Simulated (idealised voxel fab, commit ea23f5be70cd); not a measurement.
Process module heading - voxel self aligned contacts
This is section cut - it's 215 nm across, gridded in 5 nm square cells.
Think of the cross-section as a grid of square cells. We describe it in bands, top to bottom, and each band covers one or more rows of those cells.
The band entry comprises the height of the band's top followed by the height of its bottom, expressed in nm, and subsequently the band's materials from left to right, each stated together with its width in nm. Where a single material is marked with the word "edge to edge", that material fills the band from edge to edge. The word "blank" represents empty space.
Heights are reckoned from 0. Under this level, the received wafer is all of one material. The bottommost band is open-ended downward, for example "0 nm and below".
Width "30 to 40": first value at the band's top row of cells, second value at its bottom row, equal change from row to row.
"no modifications" (step): cross-section cells unchanged, all of them.
Empty spaces without an open route to the top, at least 8 cells in extent, make up the entry "Trapped void list"; each is given as width x height at distance, where the distance is measured from the left edge, and all are in nm.
On each step's line, the part that comes after the settings is the simulator's own comment on the step.
overlay nm: step with mask; distance mask lay right of planned place; negative value = left of planned place.

The steps planned for the process are as follows
1) RECEIVE [material Si]
2) CONFORMAL_DEP [material SiO2] [thk nm 5]
3) DIRECTIONAL_DEP [material polySi] [thk nm 30]
4) DIRECTIONAL_DEP [material SiN] [thk nm 15]
5) DIRECTIONAL_DEP [material aC] [thk nm 15]
6) PATTERN [tone cover] [mask id GATE] [material resist] [width nm 35] [pitch nm 60] [thk nm 30] [overlay nm 0]
7) DIRECTIONAL_ETCH [etch materials aC] [depth nm 15]
8) STRIP [etch materials resist]
9) DIRECTIONAL_ETCH [etch materials SiN] [depth nm 15]
10) DIRECTIONAL_ETCH [etch materials polySi] [depth nm 30]
11) STRIP [etch materials aC]
12) CONFORMAL_DEP [material SiN] [thk nm 5]
13) DIRECTIONAL_ETCH [etch materials SiN] [depth nm 5]
14) FILL_DEP [material SiO2] [thk nm 20]
15) CMP [height nm 60]
16) PATTERN [tone open] [mask id CONTACT] [material resist] [width nm 45] [thk nm 20] [overlay nm 0]
17) DIRECTIONAL_ETCH [etch materials SiO2] [depth nm 60]
18) STRIP [etch materials resist]
19) CONFORMAL_DEP [material TiN] [thk nm 5]
20) FILL_DEP [material W] [thk nm 5]
21) CMP [height nm 60]
22) CONFORMAL_DEP [material SiN] [thk nm 5]

On the first of the two wafers: run conducted according to plan

Shown in cross-section is the wafer as received, that is, as it stands after step 1
  0 nm and below | Si edge to edge
  Trapped void list: none

Once step 2 is through, the wafer looks like this in cross-section
  5 nm to 0 nm | SiO2 edge to edge
  below 0: unchanged

Once step 3 is through, the wafer looks like this in cross-section
  35 nm to 5 nm | polySi edge to edge
  below 5: unchanged

Once step 4 is through, the wafer looks like this in cross-section
  50 nm to 35 nm | SiN edge to edge
  below 35: unchanged

Once step 5 is through, the wafer looks like this in cross-section
  65 nm to 50 nm | aC edge to edge
  below 50: unchanged

Once step 6 is through, the wafer looks like this in cross-section
  95 nm to 65 nm | 60 blank, then 35 resist, then 25 blank, then 35 resist, then 60 blank
  below 65: unchanged

Once step 7 is through, the wafer looks like this in cross-section
  80 nm to 65 nm | 60 blank, then 35 resist, then 25 blank, then 35 resist, then 60 blank
  65 nm to 50 nm | 60 blank, then 35 aC, then 25 blank, then 35 aC, then 60 blank
  below 50: unchanged

Once step 8 is through, the wafer looks like this in cross-section
  65 nm to 50 nm | 60 blank, then 35 aC, then 25 blank, then 35 aC, then 60 blank
  below 50: unchanged

Once step 9 is through, the wafer looks like this in cross-section
  65 nm to 50 nm | 60 blank, then 35 aC, then 25 blank, then 35 aC, then 60 blank
  50 nm to 35 nm | 60 blank, then 35 SiN, then 25 blank, then 35 SiN, then 60 blank
  below 35: unchanged

Once step 10 is through, the wafer looks like this in cross-section
  65 nm to 50 nm | 60 blank, then 35 aC, then 25 blank, then 35 aC, then 60 blank
  50 nm to 35 nm | 60 blank, then 35 SiN, then 25 blank, then 35 SiN, then 60 blank
  35 nm to 5 nm | 60 blank, then 35 polySi, then 25 blank, then 35 polySi, then 60 blank
  below 5: unchanged

Once step 11 is through, the wafer looks like this in cross-section
  50 nm to 35 nm | 60 blank, then 35 SiN, then 25 blank, then 35 SiN, then 60 blank
  below 35: unchanged

Once step 12 is through, the wafer looks like this in cross-section
  55 nm to 35 nm | 55 blank, then 45 SiN, then 15 blank, then 45 SiN, then 55 blank
  35 nm to 10 nm | 55 blank, then 5 SiN, then 35 polySi, then 5 SiN, then 15 blank, then 5 SiN, then 35 polySi, then 5 SiN, then 55 blank
  10 nm to 5 nm | 60 SiN, then 35 polySi, then 25 SiN, then 35 polySi, then 60 SiN
  below 5: unchanged

Once step 13 is through, the wafer looks like this in cross-section
  50 nm to 35 nm | 55 blank, then 45 SiN, then 15 blank, then 45 SiN, then 55 blank
  35 nm to 5 nm | 55 blank, then 5 SiN, then 35 polySi, then 5 SiN, then 15 blank, then 5 SiN, then 35 polySi, then 5 SiN, then 55 blank
  below 5: unchanged

Once step 14 is through, the wafer looks like this in cross-section
  70 nm to 50 nm | SiO2 edge to edge
  50 nm to 35 nm | 55 SiO2, then 45 SiN, then 15 SiO2, then 45 SiN, then 55 SiO2
  35 nm to 5 nm | 55 SiO2, then 5 SiN, then 35 polySi, then 5 SiN, then 15 SiO2, then 5 SiN, then 35 polySi, then 5 SiN, then 55 SiO2
  below 5: unchanged

Once step 15 is through, the wafer looks like this in cross-section
  60 nm to 50 nm | SiO2 edge to edge
  below 50: unchanged

Once step 16 is through, the wafer looks like this in cross-section
  80 nm to 60 nm | 85 resist, then 45 blank, then 85 resist
  below 60: unchanged

Once step 17 is through, the wafer looks like this in cross-section
  80 nm to 60 nm | 85 resist, then 45 blank, then 85 resist
  60 nm to 50 nm | 85 SiO2, then 45 blank, then 85 SiO2
  50 nm to 35 nm | 55 SiO2, then 45 SiN, then 15 blank, then 45 SiN, then 55 SiO2
  35 nm to 5 nm | 55 SiO2, then 5 SiN, then 35 polySi, then 5 SiN, then 15 blank, then 5 SiN, then 35 polySi, then 5 SiN, then 55 SiO2
  5 nm to 0 nm | 100 SiO2, then 15 blank, then 100 SiO2
  below 0: unchanged

Once step 18 is through, the wafer looks like this in cross-section
  60 nm to 50 nm | 85 SiO2, then 45 blank, then 85 SiO2
  below 50: unchanged

Once step 19 is through, the wafer looks like this in cross-section
  65 nm to 60 nm | 90 TiN, then 35 blank, then 90 TiN
  60 nm to 50 nm | 85 SiO2, then 5 to 20 TiN, then 35 to 5 blank, then 5 to 20 TiN, then 85 SiO2
  50 nm to 35 nm | 55 SiO2, then 45 SiN, then 5 TiN, then 5 blank, then 5 TiN, then 45 SiN, then 55 SiO2
  35 nm to 5 nm | 55 SiO2, then 5 SiN, then 35 polySi, then 5 SiN, then 5 TiN, then 5 blank, then 5 TiN, then 5 SiN, then 35 polySi, then 5 SiN, then 55 SiO2
  5 nm to 0 nm | 100 SiO2, then 15 TiN, then 100 SiO2
  below 0: unchanged

Once step 20 is through, the wafer looks like this in cross-section
  70 nm to 65 nm | W edge to edge
  65 nm to 60 nm | 90 TiN, then 35 W, then 90 TiN
  60 nm to 50 nm | 85 SiO2, then 5 to 20 TiN, then 35 to 5 W, then 5 to 20 TiN, then 85 SiO2
  50 nm to 35 nm | 55 SiO2, then 45 SiN, then 5 TiN, then 5 W, then 5 TiN, then 45 SiN, then 55 SiO2
  35 nm to 5 nm | 55 SiO2, then 5 SiN, then 35 polySi, then 5 SiN, then 5 TiN, then 5 W, then 5 TiN, then 5 SiN, then 35 polySi, then 5 SiN, then 55 SiO2
  below 5: unchanged

Once step 21 is through, the wafer looks like this in cross-section
  60 nm to 50 nm | 85 SiO2, then 5 to 20 TiN, then 35 to 5 W, then 5 to 20 TiN, then 85 SiO2
  below 50: unchanged

Once step 22 is through, the wafer looks like this in cross-section
  65 nm to 60 nm | SiN edge to edge
  below 60: unchanged

Wafer two. Same start, same plan, one slip in execution. Same as wafer one through step 3, inclusive

Cross-section of the second wafer at the time by which step 4 should have been completed according to the plan
  50 nm to 35 nm | TiN edge to edge
  below 35: unchanged

Cross-section of the second wafer at the time by which step 5 should have been completed according to the plan
  65 nm to 50 nm | aC edge to edge
  below 50: unchanged

Cross-section of the second wafer at the time by which step 6 should have been completed according to the plan
  95 nm to 65 nm | 60 blank, then 35 resist, then 25 blank, then 35 resist, then 60 blank
  below 65: unchanged

Cross-section of the second wafer at the time by which step 7 should have been completed according to the plan
  80 nm to 65 nm | 60 blank, then 35 resist, then 25 blank, then 35 resist, then 60 blank
  65 nm to 50 nm | 60 blank, then 35 aC, then 25 blank, then 35 aC, then 60 blank
  below 50: unchanged

Cross-section of the second wafer at the time by which step 8 should have been completed according to the plan
  65 nm to 50 nm | 60 blank, then 35 aC, then 25 blank, then 35 aC, then 60 blank
  below 50: unchanged

Cross-section of the second wafer at the time by which step 9 should have been completed according to the plan: no modifications

Cross-section of the second wafer at the time by which step 10 should have been completed according to the plan: no modifications

Cross-section of the second wafer at the time by which step 11 should have been completed according to the plan
  50 nm to 35 nm | TiN edge to edge
  below 35: unchanged

Cross-section of the second wafer at the time by which step 12 should have been completed according to the plan
  55 nm to 50 nm | SiN edge to edge
  below 50: unchanged

Cross-section of the second wafer at the time by which step 13 should have been completed according to the plan
  50 nm to 35 nm | TiN edge to edge
  below 35: unchanged

Cross-section of the second wafer at the time by which step 14 should have been completed according to the plan
  70 nm to 50 nm | SiO2 edge to edge
  below 50: unchanged

Cross-section of the second wafer at the time by which step 15 should have been completed according to the plan
  60 nm to 50 nm | SiO2 edge to edge
  below 50: unchanged

Cross-section of the second wafer at the time by which step 16 should have been completed according to the plan
  80 nm to 60 nm | 85 resist, then 45 blank, then 85 resist
  below 60: unchanged

Cross-section of the second wafer at the time by which step 17 should have been completed according to the plan
  80 nm to 60 nm | 85 resist, then 45 blank, then 85 resist
  60 nm to 50 nm | 85 SiO2, then 45 blank, then 85 SiO2
  below 50: unchanged

Cross-section of the second wafer at the time by which step 18 should have been completed according to the plan
  60 nm to 50 nm | 85 SiO2, then 45 blank, then 85 SiO2
  below 50: unchanged

Cross-section of the second wafer at the time by which step 19 should have been completed according to the plan
  65 nm to 60 nm | 90 TiN, then 35 blank, then 90 TiN
  60 nm to 55 nm | 85 SiO2, then 5 TiN, then 35 blank, then 5 TiN, then 85 SiO2
  55 nm to 50 nm | 85 SiO2, then 45 TiN, then 85 SiO2
  below 50: unchanged

Cross-section of the second wafer at the time by which step 20 should have been completed according to the plan
  70 nm to 65 nm | W edge to edge
  65 nm to 60 nm | 90 TiN, then 35 W, then 90 TiN
  60 nm to 55 nm | 85 SiO2, then 5 TiN, then 35 W, then 5 TiN, then 85 SiO2
  below 55: unchanged

Cross-section of the second wafer at the time by which step 21 should have been completed according to the plan
  60 nm to 55 nm | 85 SiO2, then 5 TiN, then 35 W, then 5 TiN, then 85 SiO2
  below 55: unchanged

Cross-section of the second wafer at the time by which step 22 should have been completed according to the plan
  65 nm to 60 nm | SiN edge to edge
  below 60: unchanged
So what did we get wrong on this run? step 4 deviated from plan and actually ran as DIRECTIONAL_DEP [material TiN] [thk nm 15]
Final comparison by cell count, materials where the second wafer has more or fewer than the first: SiN: 78 fewer; SiO2: 195 fewer; TiN: 109 more; W: 10 fewer; polySi: 174 more
